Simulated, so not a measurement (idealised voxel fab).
process module | voxel transistor to metal
cross-section cut | 295 nm wide | cells 5 nm
A cross-section is a grid of square cells, given in bands from the top down. A band is one or more rows of cells.
Each band's line starts with the height of the band's top and of its bottom, in nm. Then come its materials from left to right, each with its width in nm. One material with "throughout" fills the band from edge to edge. "air" is empty space.
Height 0 is the level under which the wafer as received is all one material. The lowest band goes on downwards, as in "0 down".
A width such as "30 to 40" changes by the same amount from each row of cells to the next, from the band's top row to its bottom row.
"no change" after a step means that no cell of the cross-section changed.
closed voids: empty space of 8 cells or more with no open way to the top, each as width x height at its distance from the left edge, in nm
after a step's settings: what the simulator itself notes on the step
overlay nm, on a step with a mask: how far to the right of its planned place the mask lay; to the left if negative
Each pair below shows a cross-section before one step and the cross-section after it, down to the lowest band that changed. The line under each pair gives the step between them, with its settings. The pairs can come from different runs of this module on the same starting wafer, so a pair continues from the pair above only where its "before" says so.
before
  30 to 25: air 65 | SiN 5 | air 5 | SiCN 25 | air 5 | SiN 5 | air 75 | SiN 5 | air 5 | SiCN 25 | air 5 | SiN 5 | air 65
  25 to 20: air 65 | SiN 5 | SiO2 5 | SiCN 25 | SiO2 5 | SiN 5 | air 75 | SiN 5 | SiO2 5 | SiCN 25 | SiO2 5 | SiN 5 | air 65
  20 to 5: air 65 | SiN 5 | SiO2 5 | polySi 25 | SiO2 5 | SiN 5 | air 75 | SiN 5 | SiO2 5 | polySi 25 | SiO2 5 | SiN 5 | air 65
  5 to 0: air 40 | SiN 5 | air 20 | SiN 5 | SiO2 5 | polySi 25 | SiO2 5 | SiN 5 | air 20 | SiN 5 | air 25 | SiN 5 | air 20 | SiN 5 | SiO2 5 | polySi 25 | SiO2 5 | SiN 5 | air 20 | SiN 5 | air 40
  0 to -5: SiO2 45 | air 20 | SiO2 45 | air 20 | SiO2 35 | air 20 | SiO2 45 | air 20 | SiO2 45
  -5 to -30: SiO2 40 | Si 95 | SiO2 25 | Si 95 | SiO2 40
  -30 down: Si throughout
  closed voids: none
after
  30 to 25: air 65 | SiN 5 | air 5 | SiCN 25 | air 5 | SiN 5 | air 75 | SiN 5 | air 5 | SiCN 25 | air 5 | SiN 5 | air 65
  25 to 20: air 65 | SiN 5 | SiO2 5 | SiCN 25 | SiO2 5 | SiN 5 | air 75 | SiN 5 | SiO2 5 | SiCN 25 | SiO2 5 | SiN 5 | air 65
  20 to 5: air 65 | SiN 5 | SiO2 5 | polySi 25 | SiO2 5 | SiN 5 | air 75 | SiN 5 | SiO2 5 | polySi 25 | SiO2 5 | SiN 5 | air 65
  5 to 0: air 40 | SiN 5 | air 20 | SiN 5 | SiO2 5 | polySi 25 | SiO2 5 | SiN 5 | air 20 | SiN 5 | air 25 | SiN 5 | air 20 | SiN 5 | SiO2 5 | polySi 25 | SiO2 5 | SiN 5 | air 20 | SiN 5 | air 40
  0 to -5: SiO2 45 | air 20 | SiO2 45 | air 20 | SiO2 35 | air 20 | SiO2 45 | air 20 | SiO2 45
  -5 to -25: SiO2 40 | Si 5 | air 20 | Si 45 | air 20 | Si 5 | SiO2 25 | Si 5 | air 20 | Si 45 | air 20 | Si 5 | SiO2 40
  below -25: unchanged
  closed voids: none
the step between: op DIRECTIONAL_ETCH | etch materials Si | depth nm 20
before: the cross-section after the pair above
after
  30 to 25: air 65 | SiN 5 | air 5 | SiCN 25 | air 5 | SiN 5 | air 75 | SiN 5 | air 5 | SiCN 25 | air 5 | SiN 5 | air 65
  25 to 20: air 65 | SiN 5 | SiO2 5 | SiCN 25 | SiO2 5 | SiN 5 | air 75 | SiN 5 | SiO2 5 | SiCN 25 | SiO2 5 | SiN 5 | air 65
  20 to 10: air 65 | SiN 5 | SiO2 5 | polySi 25 | SiO2 5 | SiN 5 | air 75 | SiN 5 | SiO2 5 | polySi 25 | SiO2 5 | SiN 5 | air 65
  10 to 5: air 40 | nSi 25 | SiN 5 | SiO2 5 | polySi 25 | SiO2 5 | SiN 5 | nSi 25 | air 25 | nSi 25 | SiN 5 | SiO2 5 | polySi 25 | SiO2 5 | SiN 5 | nSi 25 | air 40
  5 to 0: air 40 | SiN 5 | nSi 20 | SiN 5 | SiO2 5 | polySi 25 | SiO2 5 | SiN 5 | nSi 20 | SiN 5 | air 25 | SiN 5 | nSi 20 | SiN 5 | SiO2 5 | polySi 25 | SiO2 5 | SiN 5 | nSi 20 | SiN 5 | air 40
  0 to -5: SiO2 45 | nSi 20 | SiO2 45 | nSi 20 | SiO2 35 | nSi 20 | SiO2 45 | nSi 20 | SiO2 45
  -5 to -25: SiO2 40 | Si 5 | nSi 20 | Si 45 | nSi 20 | Si 5 | SiO2 25 | Si 5 | nSi 20 | Si 45 | nSi 20 | Si 5 | SiO2 40
  below -25: unchanged
  closed voids: none
the step between: op EPI | material nSi | thk nm 15
before: the cross-section after the pair above
after
  40 to 30: SiO2 throughout
  30 to 20: SiO2 65 | SiN 5 | SiO2 5 | SiCN 25 | SiO2 5 | SiN 5 | SiO2 75 | SiN 5 | SiO2 5 | SiCN 25 | SiO2 5 | SiN 5 | SiO2 65
  20 to 10: SiO2 65 | SiN 5 | SiO2 5 | polySi 25 | SiO2 5 | SiN 5 | SiO2 75 | SiN 5 | SiO2 5 | polySi 25 | SiO2 5 | SiN 5 | SiO2 65
  10 to 5: SiO2 40 | nSi 25 | SiN 5 | SiO2 5 | polySi 25 | SiO2 5 | SiN 5 | nSi 25 | SiO2 25 | nSi 25 | SiN 5 | SiO2 5 | polySi 25 | SiO2 5 | SiN 5 | nSi 25 | SiO2 40
  5 to 0: SiO2 40 | SiN 5 | nSi 20 | SiN 5 | SiO2 5 | polySi 25 | SiO2 5 | SiN 5 | nSi 20 | SiN 5 | SiO2 25 | SiN 5 | nSi 20 | SiN 5 | SiO2 5 | polySi 25 | SiO2 5 | SiN 5 | nSi 20 | SiN 5 | SiO2 40
  below 0: unchanged
  closed voids: none
the step between: op FILL_DEP | material SiO2 | thk nm 10
before: the cross-section after the pair above
after
  20 to 10: SiO2 65 | SiN 5 | SiO2 5 | polySi 25 | SiO2 5 | SiN 5 | SiO2 75 | SiN 5 | SiO2 5 | polySi 25 | SiO2 5 | SiN 5 | SiO2 65
  below 10: unchanged
  closed voids: none
the step between: op CMP | height nm 20
before: the cross-section after the pair above
after
  20 to 10: SiO2 65 | SiN 5 | SiO2 5 | air 25 | SiO2 5 | SiN 5 | SiO2 75 | SiN 5 | SiO2 5 | air 25 | SiO2 5 | SiN 5 | SiO2 65
  10 to 5: SiO2 40 | nSi 25 | SiN 5 | SiO2 5 | air 25 | SiO2 5 | SiN 5 | nSi 25 | SiO2 25 | nSi 25 | SiN 5 | SiO2 5 | air 25 | SiO2 5 | SiN 5 | nSi 25 | SiO2 40
  5 to 0: SiO2 40 | SiN 5 | nSi 20 | SiN 5 | SiO2 5 | air 25 | SiO2 5 | SiN 5 | nSi 20 | SiN 5 | SiO2 25 | SiN 5 | nSi 20 | SiN 5 | SiO2 5 | air 25 | SiO2 5 | SiN 5 | nSi 20 | SiN 5 | SiO2 40
  below 0: unchanged
  closed voids: none
the step between: op STRIP | etch materials polySi
before: the cross-section after the pair above
after
  20 to 15: air 65 | SiN 5 | air 35 | SiN 5 | air 75 | SiN 5 | air 35 | SiN 5 | air 65
  15 to 10: SiO2 65 | SiN 5 | air 35 | SiN 5 | SiO2 75 | SiN 5 | air 35 | SiN 5 | SiO2 65
  10 to 5: SiO2 40 | nSi 25 | SiN 5 | air 35 | SiN 5 | nSi 25 | SiO2 25 | nSi 25 | SiN 5 | air 35 | SiN 5 | nSi 25 | SiO2 40
  5 to 0: SiO2 40 | SiN 5 | nSi 20 | SiN 5 | air 35 | SiN 5 | nSi 20 | SiN 5 | SiO2 25 | SiN 5 | nSi 20 | SiN 5 | air 35 | SiN 5 | nSi 20 | SiN 5 | SiO2 40
  0 to -5: SiO2 45 | nSi 20 | SiO2 5 | air 35 | SiO2 5 | nSi 20 | SiO2 35 | nSi 20 | SiO2 5 | air 35 | SiO2 5 | nSi 20 | SiO2 45
  below -5: unchanged
  closed voids: none
the step between: op SELECTIVE_ETCH | etch materials SiO2 | depth nm 5
before: the cross-section after the pair above
after
  25 to 20: air 60 | HfO2 15 | air 25 | HfO2 15 | air 65 | HfO2 15 | air 25 | HfO2 15 | air 60
  20 to 15: HfO2 65 | SiN 5 | HfO2 5 | air 25 | HfO2 5 | SiN 5 | HfO2 75 | SiN 5 | HfO2 5 | air 25 | HfO2 5 | SiN 5 | HfO2 65
  15 to 10: SiO2 65 | SiN 5 | HfO2 5 | air 25 | HfO2 5 | SiN 5 | SiO2 75 | SiN 5 | HfO2 5 | air 25 | HfO2 5 | SiN 5 | SiO2 65
  10 to 5: SiO2 40 | nSi 25 | SiN 5 | HfO2 5 | air 25 | HfO2 5 | SiN 5 | nSi 25 | SiO2 25 | nSi 25 | SiN 5 | HfO2 5 | air 25 | HfO2 5 | SiN 5 | nSi 25 | SiO2 40
  5 to 0: SiO2 40 | SiN 5 | nSi 20 | SiN 5 | HfO2 5 | air 25 | HfO2 5 | SiN 5 | nSi 20 | SiN 5 | SiO2 25 | SiN 5 | nSi 20 | SiN 5 | HfO2 5 | air 25 | HfO2 5 | SiN 5 | nSi 20 | SiN 5 | SiO2 40
  0 to -5: SiO2 45 | nSi 20 | SiO2 5 | HfO2 35 | SiO2 5 | nSi 20 | SiO2 35 | nSi 20 | SiO2 5 | HfO2 35 | SiO2 5 | nSi 20 | SiO2 45
  below -5: unchanged
  closed voids: none
the step between: op CONFORMAL_DEP | material HfO2 | thk nm 5
before: the cross-section after the pair above
after
  30 to 25: air 55 | TiN 25 | air 15 | TiN 25 | air 55 | TiN 25 | air 15 | TiN 25 | air 55
  25 to 20: TiN 60 | HfO2 15 | TiN 5 | air 15 | TiN 5 | HfO2 15 | TiN 65 | HfO2 15 | TiN 5 | air 15 | TiN 5 | HfO2 15 | TiN 60
  20 to 15: HfO2 65 | SiN 5 | HfO2 5 | TiN 5 | air 15 | TiN 5 | HfO2 5 | SiN 5 | HfO2 75 | SiN 5 | HfO2 5 | TiN 5 | air 15 | TiN 5 | HfO2 5 | SiN 5 | HfO2 65
  15 to 10: SiO2 65 | SiN 5 | HfO2 5 | TiN 5 | air 15 | TiN 5 | HfO2 5 | SiN 5 | SiO2 75 | SiN 5 | HfO2 5 | TiN 5 | air 15 | TiN 5 | HfO2 5 | SiN 5 | SiO2 65
  10 to 5: SiO2 40 | nSi 25 | SiN 5 | HfO2 5 | TiN 5 | air 15 | TiN 5 | HfO2 5 | SiN 5 | nSi 25 | SiO2 25 | nSi 25 | SiN 5 | HfO2 5 | TiN 5 | air 15 | TiN 5 | HfO2 5 | SiN 5 | nSi 25 | SiO2 40
  5 to 0: SiO2 40 | SiN 5 | nSi 20 | SiN 5 | HfO2 5 | TiN 25 | HfO2 5 | SiN 5 | nSi 20 | SiN 5 | SiO2 25 | SiN 5 | nSi 20 | SiN 5 | HfO2 5 | TiN 25 | HfO2 5 | SiN 5 | nSi 20 | SiN 5 | SiO2 40
  below 0: unchanged
  closed voids: none
the step between: op CONFORMAL_DEP | material TiN | thk nm 5
before: the cross-section after the pair above
after
  35 to 30: W throughout
  30 to 25: W 55 | TiN 25 | W 15 | TiN 25 | W 55 | TiN 25 | W 15 | TiN 25 | W 55
  25 to 20: TiN 60 | HfO2 15 | TiN 5 | W 15 | TiN 5 | HfO2 15 | TiN 65 | HfO2 15 | TiN 5 | W 15 | TiN 5 | HfO2 15 | TiN 60
  20 to 15: HfO2 65 | SiN 5 | HfO2 5 | TiN 5 | W 15 | TiN 5 | HfO2 5 | SiN 5 | HfO2 75 | SiN 5 | HfO2 5 | TiN 5 | W 15 | TiN 5 | HfO2 5 | SiN 5 | HfO2 65
  15 to 10: SiO2 65 | SiN 5 | HfO2 5 | TiN 5 | W 15 | TiN 5 | HfO2 5 | SiN 5 | SiO2 75 | SiN 5 | HfO2 5 | TiN 5 | W 15 | TiN 5 | HfO2 5 | SiN 5 | SiO2 65
  10 to 5: SiO2 40 | nSi 25 | SiN 5 | HfO2 5 | TiN 5 | W 15 | TiN 5 | HfO2 5 | SiN 5 | nSi 25 | SiO2 25 | nSi 25 | SiN 5 | HfO2 5 | TiN 5 | W 15 | TiN 5 | HfO2 5 | SiN 5 | nSi 25 | SiO2 40
  below 5: unchanged
  closed voids: none
the step between: op FILL_DEP | material W | thk nm 5
before: the cross-section after the pair above
after
  15 to 10: SiO2 65 | SiN 5 | HfO2 5 | TiN 5 | W 15 | TiN 5 | HfO2 5 | SiN 5 | SiO2 75 | SiN 5 | HfO2 5 | TiN 5 | W 15 | TiN 5 | HfO2 5 | SiN 5 | SiO2 65
  below 10: unchanged
  closed voids: none
the step between: op CMP | height nm 15
before: the cross-section after the pair above
after
  25 to 15: SiO2 throughout
  below 15: unchanged
  closed voids: none
the step between: op DIRECTIONAL_DEP | material SiO2 | thk nm 10
before: the cross-section after the pair above
after
  25 to 15: SiO2 45 | air 15 | SiO2 55 | air 15 | SiO2 35 | air 15 | SiO2 55 | air 15 | SiO2 45
  15 to 10: SiO2 45 | air 15 | SiO2 5 | SiN 5 | HfO2 5 | TiN 5 | W 15 | TiN 5 | HfO2 5 | SiN 5 | SiO2 5 | air 15 | SiO2 35 | air 15 | SiO2 5 | SiN 5 | HfO2 5 | TiN 5 | W 15 | TiN 5 | HfO2 5 | SiN 5 | SiO2 5 | air 15 | SiO2 45
  below 10: unchanged
  closed voids: none
the step between: op MASKED_ETCH | tone open | mask id CONTACT | width nm 15 | etch materials SiO2 | depth nm 15 | overlay nm 0
before: the cross-section after the pair above
after
  30 to 25: TiN 50 | air 5 | TiN 65 | air 5 | TiN 45 | air 5 | TiN 65 | air 5 | TiN 50
  25 to 15: SiO2 45 | TiN 5 | air 5 | TiN 5 | SiO2 55 | TiN 5 | air 5 | TiN 5 | SiO2 35 | TiN 5 | air 5 | TiN 5 | SiO2 55 | TiN 5 | air 5 | TiN 5 | SiO2 45
  15 to 10: SiO2 45 | TiN 15 | SiO2 5 | SiN 5 | HfO2 5 | TiN 5 | W 15 | TiN 5 | HfO2 5 | SiN 5 | SiO2 5 | TiN 15 | SiO2 35 | TiN 15 | SiO2 5 | SiN 5 | HfO2 5 | TiN 5 | W 15 | TiN 5 | HfO2 5 | SiN 5 | SiO2 5 | TiN 15 | SiO2 45
  below 10: unchanged
  closed voids: none
the step between: op CONFORMAL_DEP | material TiN | thk nm 5
before: the cross-section after the pair above
after
  40 to 30: Ru throughout
  30 to 25: TiN 50 | Ru 5 | TiN 65 | Ru 5 | TiN 45 | Ru 5 | TiN 65 | Ru 5 | TiN 50
  25 to 15: SiO2 45 | TiN 5 | Ru 5 | TiN 5 | SiO2 55 | TiN 5 | Ru 5 | TiN 5 | SiO2 35 | TiN 5 | Ru 5 | TiN 5 | SiO2 55 | TiN 5 | Ru 5 | TiN 5 | SiO2 45
  below 15: unchanged
  closed voids: none
the step between: op FILL_DEP | material Ru | thk nm 10
before: the cross-section after the pair above
after
  25 to 15: SiO2 45 | TiN 5 | Ru 5 | TiN 5 | SiO2 55 | TiN 5 | Ru 5 | TiN 5 | SiO2 35 | TiN 5 | Ru 5 | TiN 5 | SiO2 55 | TiN 5 | Ru 5 | TiN 5 | SiO2 45
  below 15: unchanged
  closed voids: none
the step between: op CMP | height nm 25
before: the cross-section after the pair above
after
  30 to 25: TiN throughout
  below 25: unchanged
  closed voids: none
the step between: op DIRECTIONAL_DEP | material TiN | thk nm 5
before: the cross-section after the pair above
after
  50 to 30: Ru throughout
  below 30: unchanged
  closed voids: none
the step between: op DIRECTIONAL_DEP | material Ru | thk nm 20
before: the cross-section after the pair above
after
  60 to 50: aC throughout
  below 50: unchanged
  closed voids: none
the step between: op DIRECTIONAL_DEP | material aC | thk nm 10
before: the cross-section after the pair above
after
  90 to 60: air 45 | resist 15 | air 55 | resist 15 | air 35 | resist 15 | air 55 | resist 15 | air 45
  below 60: unchanged
  closed voids: none
the step between: op PATTERN | tone cover | mask id METAL_1 | material resist | width nm 15 | thk nm 30 | overlay nm 0
before: the cross-section after the pair above
after
  80 to 60: air 45 | resist 15 | air 55 | resist 15 | air 35 | resist 15 | air 55 | resist 15 | air 45
  60 to 50: air 45 | aC 15 | air 55 | aC 15 | air 35 | aC 15 | air 55 | aC 15 | air 45
  below 50: unchanged
  closed voids: none
the step between: op DIRECTIONAL_ETCH | etch materials aC | depth nm 10
before: the cross-section after the pair above
after
  60 to 50: air 45 | aC 15 | air 55 | aC 15 | air 35 | aC 15 | air 55 | aC 15 | air 45
  below 50: unchanged
  closed voids: none
the step between: op STRIP | etch materials resist
before: the cross-section after the pair above
after
  60 to 50: air 45 | aC 15 | air 55 | aC 15 | air 35 | aC 15 | air 55 | aC 15 | air 45
  50 to 30: air 45 | Ru 15 | air 55 | Ru 15 | air 35 | Ru 15 | air 55 | Ru 15 | air 45
  below 30: unchanged
  closed voids: none
the step between: op DIRECTIONAL_ETCH | etch materials Ru | depth nm 20
before: the cross-section after the pair above
after
  60 to 50: air 45 | aC 15 | air 55 | aC 15 | air 35 | aC 15 | air 55 | aC 15 | air 45
  50 to 30: air 45 | Ru 15 | air 55 | Ru 15 | air 35 | Ru 15 | air 55 | Ru 15 | air 45
  30 to 25: air 45 | TiN 15 | air 55 | TiN 15 | air 35 | TiN 15 | air 55 | TiN 15 | air 45
  below 25: unchanged
  closed voids: none
the step between: op DIRECTIONAL_ETCH | etch materials TiN | depth nm 5
before: the cross-section after the pair above
after
  50 to 30: air 45 | Ru 15 | air 55 | Ru 15 | air 35 | Ru 15 | air 55 | Ru 15 | air 45
  below 30: unchanged
  closed voids: none
the step between: op STRIP | etch materials aC
before: the cross-section after the pair above
after
  55 to 50: air 40 | SiCN 25 | air 45 | SiCN 25 | air 25 | SiCN 25 | air 45 | SiCN 25 | air 40
  50 to 30: air 40 | SiCN 5 | Ru 15 | SiCN 5 | air 45 | SiCN 5 | Ru 15 | SiCN 5 | air 25 | SiCN 5 | Ru 15 | SiCN 5 | air 45 | SiCN 5 | Ru 15 | SiCN 5 | air 40
  30 to 25: SiCN 45 | TiN 15 | SiCN 55 | TiN 15 | SiCN 35 | TiN 15 | SiCN 55 | TiN 15 | SiCN 45
  below 25: unchanged
  closed voids: none
the step between: op CONFORMAL_DEP | material SiCN | thk nm 5
before: the cross-section after the pair above
after
  65 to 55: SiO2 throughout
  55 to 50: SiO2 40 | SiCN 25 | SiO2 45 | SiCN 25 | SiO2 25 | SiCN 25 | SiO2 45 | SiCN 25 | SiO2 40
  50 to 30: SiO2 40 | SiCN 5 | Ru 15 | SiCN 5 | SiO2 45 | SiCN 5 | Ru 15 | SiCN 5 | SiO2 25 | SiCN 5 | Ru 15 | SiCN 5 | SiO2 45 | SiCN 5 | Ru 15 | SiCN 5 | SiO2 40
  below 30: unchanged
  closed voids: none
the step between: op FILL_DEP | material SiO2 | thk nm 10
before: the cross-section after the pair above
after
  50 to 30: SiO2 40 | SiCN 5 | Ru 15 | SiCN 5 | SiO2 45 | SiCN 5 | Ru 15 | SiCN 5 | SiO2 25 | SiCN 5 | Ru 15 | SiCN 5 | SiO2 45 | SiCN 5 | Ru 15 | SiCN 5 | SiO2 40
  below 30: unchanged
  closed voids: none
the step between: op CMP | height nm 50
before: the cross-section after the pair above
after
  55 to 50: SiCN throughout
  below 50: unchanged
  closed voids: none
the step between: op CONFORMAL_DEP | material SiCN | thk nm 5
before
  25 to 15: aC throughout
  15 to 5: SiN throughout
  5 to 0: SiO2 throughout
  0 down: Si throughout
  closed voids: none
after
  50 to 25: air 45 | resist 90 | air 30 | resist 90 | air 40
  below 25: unchanged
  closed voids: none
the step between: op PATTERN | tone cover | mask id ACTIVE | material resist | width nm 90 | pitch nm 120 | thk nm 25 | overlay nm 0
before: the cross-section after the pair above
after
  40 to 25: air 45 | resist 90 | air 30 | resist 90 | air 40
  25 to 15: air 45 | aC 90 | air 30 | aC 90 | air 40
  below 15: unchanged
  closed voids: none
the step between: op DIRECTIONAL_ETCH | etch materials aC | depth nm 10
before: the cross-section after the pair above
after
  25 to 15: air 45 | aC 90 | air 30 | aC 90 | air 40
  below 15: unchanged
  closed voids: none
the step between: op STRIP | etch materials resist
before: the cross-section after the pair above
after
  25 to 15: air 45 | aC 90 | air 30 | aC 90 | air 40
  15 to 5: air 45 | SiN 90 | air 30 | SiN 90 | air 40
  below 5: unchanged
  closed voids: none
the step between: op DIRECTIONAL_ETCH | etch materials SiN | depth nm 10
before: the cross-section after the pair above
after
  25 to 15: air 45 | aC 90 | air 30 | aC 90 | air 40
  15 to 5: air 45 | SiN 90 | air 30 | SiN 90 | air 40
  5 to 0: air 45 | SiO2 90 | air 30 | SiO2 90 | air 40
  below 0: unchanged
  closed voids: none
the step between: op DIRECTIONAL_ETCH | etch materials SiO2 | depth nm 5
before: the cross-section after the pair above
after
  25 to 15: air 45 | aC 90 | air 30 | aC 90 | air 40
  15 to 5: air 45 | SiN 90 | air 30 | SiN 90 | air 40
  5 to 0: air 45 | SiO2 90 | air 30 | SiO2 90 | air 40
  0 to -30: air 45 | Si 90 | air 30 | Si 90 | air 40
  below -30: unchanged
  closed voids: none
the step between: op DIRECTIONAL_ETCH | etch materials Si | depth nm 30
before: the cross-section after the pair above
after
  15 to 5: air 45 | SiN 90 | air 30 | SiN 90 | air 40
  below 5: unchanged
  closed voids: none
the step between: op STRIP | etch materials aC
before: the cross-section after the pair above
after
  25 to 15: SiO2 throughout
  15 to 5: SiO2 45 | SiN 90 | SiO2 30 | SiN 90 | SiO2 40
  5 to 0: SiO2 throughout
  0 to -30: SiO2 45 | Si 90 | SiO2 30 | Si 90 | SiO2 40
  below -30: unchanged
  closed voids: none
the step between: op FILL_DEP | material SiO2 | thk nm 10
before: the cross-section after the pair above
after
  15 to 5: SiO2 45 | SiN 90 | SiO2 30 | SiN 90 | SiO2 40
  below 5: unchanged
  closed voids: none
the step between: op CMP | height nm 15
before: the cross-section after the pair above
after
  15 to 10: air 45 | SiN 90 | air 30 | SiN 90 | air 40
  below 10: unchanged
  closed voids: none
the step between: op SELECTIVE_ETCH | etch materials SiO2 | depth nm 5
before: the cross-section after the pair above
after
  10 to 5: SiO2 45 | air 90 | SiO2 30 | air 90 | SiO2 40
  below 5: unchanged
  closed voids: none
the step between: op STRIP | etch materials SiN
before: the cross-section after the pair above
after
  5 to 0: SiO2 40 | air 100 | SiO2 20 | air 100 | SiO2 35
  below 0: unchanged
  closed voids: none
the step between: op SELECTIVE_ETCH | etch materials SiO2 | depth nm 5
before: the cross-section after the pair above
after
  5 to 0: SiO2 40 | air 100 | SiO2 20 | air 100 | SiO2 35
  0 to -5: SiO2 throughout
  below -5: unchanged
  closed voids: none
the step between: op OXIDIZE | depth nm 5
before: the cross-section after the pair above
after
  25 to 20: polySi 40 | air 100 | polySi 20 | air 100 | polySi 35
  20 to 5: polySi throughout
  5 to 0: SiO2 40 | polySi 100 | SiO2 20 | polySi 100 | SiO2 35
  below 0: unchanged
  closed voids: none
the step between: op DIRECTIONAL_DEP | material polySi | thk nm 20
before: the cross-section after the pair above
after
  35 to 30: SiCN 40 | air 100 | SiCN 20 | air 100 | SiCN 35
  30 to 25: SiCN throughout
  25 to 20: polySi 40 | SiCN 100 | polySi 20 | SiCN 100 | polySi 35
  below 20: unchanged
  closed voids: none
the step between: op DIRECTIONAL_DEP | material SiCN | thk nm 10
before: the cross-section after the pair above
after
  30 to 25: air 75 | SiCN 25 | air 95 | SiCN 25 | air 75
  25 to 20: polySi 40 | air 35 | SiCN 25 | air 40 | polySi 20 | air 35 | SiCN 25 | air 40 | polySi 35
  below 20: unchanged
  closed voids: none
the step between: op MASKED_ETCH | tone cover | mask id GATE | width nm 25 | pitch nm 120 | etch materials SiCN | depth nm 20 | overlay nm 0
before: the cross-section after the pair above
after
  30 to 20: air 75 | SiCN 25 | air 95 | SiCN 25 | air 75
  20 to 5: air 75 | polySi 25 | air 95 | polySi 25 | air 75
  5 to 0: SiO2 40 | air 35 | polySi 25 | air 40 | SiO2 20 | air 35 | polySi 25 | air 40 | SiO2 35
  below 0: unchanged
  closed voids: none
the step between: op MASKED_ETCH | tone cover | mask id GATE | width nm 25 | pitch nm 120 | etch materials polySi | depth nm 30 | overlay nm 0
before: the cross-section after the pair above
after
  35 to 30: air 70 | SiO2 35 | air 85 | SiO2 35 | air 70
  30 to 20: air 70 | SiO2 5 | SiCN 25 | SiO2 5 | air 85 | SiO2 5 | SiCN 25 | SiO2 5 | air 70
  20 to 10: air 70 | SiO2 5 | polySi 25 | SiO2 5 | air 85 | SiO2 5 | polySi 25 | SiO2 5 | air 70
  10 to 5: SiO2 45 | air 25 | SiO2 5 | polySi 25 | SiO2 5 | air 30 | SiO2 30 | air 25 | SiO2 5 | polySi 25 | SiO2 5 | air 30 | SiO2 40
  5 to 0: SiO2 75 | polySi 25 | SiO2 95 | polySi 25 | SiO2 75
  below 0: unchanged
  closed voids: none
the step between: op CONFORMAL_DEP | material SiO2 | thk nm 5
before: the cross-section after the pair above
after
  30 to 20: air 70 | SiO2 5 | SiCN 25 | SiO2 5 | air 85 | SiO2 5 | SiCN 25 | SiO2 5 | air 70
  20 to 5: air 70 | SiO2 5 | polySi 25 | SiO2 5 | air 85 | SiO2 5 | polySi 25 | SiO2 5 | air 70
  5 to 0: SiO2 45 | air 25 | SiO2 5 | polySi 25 | SiO2 5 | air 30 | SiO2 30 | air 25 | SiO2 5 | polySi 25 | SiO2 5 | air 30 | SiO2 40
  below 0: unchanged
  closed voids: none
the step between: op DIRECTIONAL_ETCH | etch materials SiO2 | depth nm 5
before: the cross-section after the pair above
after
  35 to 30: air 65 | SiN 45 | air 75 | SiN 45 | air 65
  30 to 20: air 65 | SiN 5 | SiO2 5 | SiCN 25 | SiO2 5 | SiN 5 | air 75 | SiN 5 | SiO2 5 | SiCN 25 | SiO2 5 | SiN 5 | air 65
  20 to 10: air 65 | SiN 5 | SiO2 5 | polySi 25 | SiO2 5 | SiN 5 | air 75 | SiN 5 | SiO2 5 | polySi 25 | SiO2 5 | SiN 5 | air 65
  10 to 5: SiN 50 | air 15 | SiN 5 | SiO2 5 | polySi 25 | SiO2 5 | SiN 5 | air 20 | SiN 40 | air 15 | SiN 5 | SiO2 5 | polySi 25 | SiO2 5 | SiN 5 | air 20 | SiN 45
  5 to 0: SiO2 45 | SiN 25 | SiO2 5 | polySi 25 | SiO2 5 | SiN 30 | SiO2 30 | SiN 25 | SiO2 5 | polySi 25 | SiO2 5 | SiN 30 | SiO2 40
  below 0: unchanged
  closed voids: none
the step between: op CONFORMAL_DEP | material SiN | thk nm 5
before: the cross-section after the pair above
after
  30 to 20: air 65 | SiN 5 | SiO2 5 | SiCN 25 | SiO2 5 | SiN 5 | air 75 | SiN 5 | SiO2 5 | SiCN 25 | SiO2 5 | SiN 5 | air 65
  20 to 5: air 65 | SiN 5 | SiO2 5 | polySi 25 | SiO2 5 | SiN 5 | air 75 | SiN 5 | SiO2 5 | polySi 25 | SiO2 5 | SiN 5 | air 65
  5 to 0: SiO2 45 | SiN 5 | air 15 | SiN 5 | SiO2 5 | polySi 25 | SiO2 5 | SiN 5 | air 20 | SiN 5 | SiO2 30 | SiN 5 | air 15 | SiN 5 | SiO2 5 | polySi 25 | SiO2 5 | SiN 5 | air 20 | SiN 5 | SiO2 40
  below 0: unchanged
  closed voids: none
the step between: op DIRECTIONAL_ETCH | etch materials SiN | depth nm 5
before: the cross-section after the pair above
after
  30 to 25: air 65 | SiN 5 | air 5 | SiCN 25 | air 5 | SiN 5 | air 75 | SiN 5 | air 5 | SiCN 25 | air 5 | SiN 5 | air 65
  25 to 20: air 65 | SiN 5 | SiO2 5 | SiCN 25 | SiO2 5 | SiN 5 | air 75 | SiN 5 | SiO2 5 | SiCN 25 | SiO2 5 | SiN 5 | air 65
  20 to 5: air 65 | SiN 5 | SiO2 5 | polySi 25 | SiO2 5 | SiN 5 | air 75 | SiN 5 | SiO2 5 | polySi 25 | SiO2 5 | SiN 5 | air 65
  5 to 0: air 45 | SiN 5 | air 15 | SiN 5 | SiO2 5 | polySi 25 | SiO2 5 | SiN 5 | air 20 | SiN 5 | air 30 | SiN 5 | air 15 | SiN 5 | SiO2 5 | polySi 25 | SiO2 5 | SiN 5 | air 20 | SiN 5 | air 40
  0 to -5: SiO2 50 | air 15 | SiO2 45 | air 20 | SiO2 40 | air 15 | SiO2 45 | air 20 | SiO2 45
  below -5: unchanged
  closed voids: none
the step between: op DIRECTIONAL_ETCH | etch materials SiO2 | depth nm 5
before: the cross-section after the pair above
after
  30 to 25: air 65 | SiN 5 | air 5 | SiCN 25 | air 5 | SiN 5 | air 75 | SiN 5 | air 5 | SiCN 25 | air 5 | SiN 5 | air 65
  25 to 20: air 65 | SiN 5 | SiO2 5 | SiCN 25 | SiO2 5 | SiN 5 | air 75 | SiN 5 | SiO2 5 | SiCN 25 | SiO2 5 | SiN 5 | air 65
  20 to 5: air 65 | SiN 5 | SiO2 5 | polySi 25 | SiO2 5 | SiN 5 | air 75 | SiN 5 | SiO2 5 | polySi 25 | SiO2 5 | SiN 5 | air 65
  5 to 0: air 45 | SiN 5 | air 15 | SiN 5 | SiO2 5 | polySi 25 | SiO2 5 | SiN 5 | air 20 | SiN 5 | air 30 | SiN 5 | air 15 | SiN 5 | SiO2 5 | polySi 25 | SiO2 5 | SiN 5 | air 20 | SiN 5 | air 40
  0 to -5: SiO2 50 | air 15 | SiO2 45 | air 20 | SiO2 40 | air 15 | SiO2 45 | air 20 | SiO2 45
  -5 to -20: SiO2 45 | Si 5 | air 15 | Si 45 | air 20 | Si 5 | SiO2 30 | Si 5 | air 15 | Si 45 | air 20 | Si 5 | SiO2 40
  below -20: unchanged
  closed voids: none
the step between: op DIRECTIONAL_ETCH | etch materials Si | depth nm 15
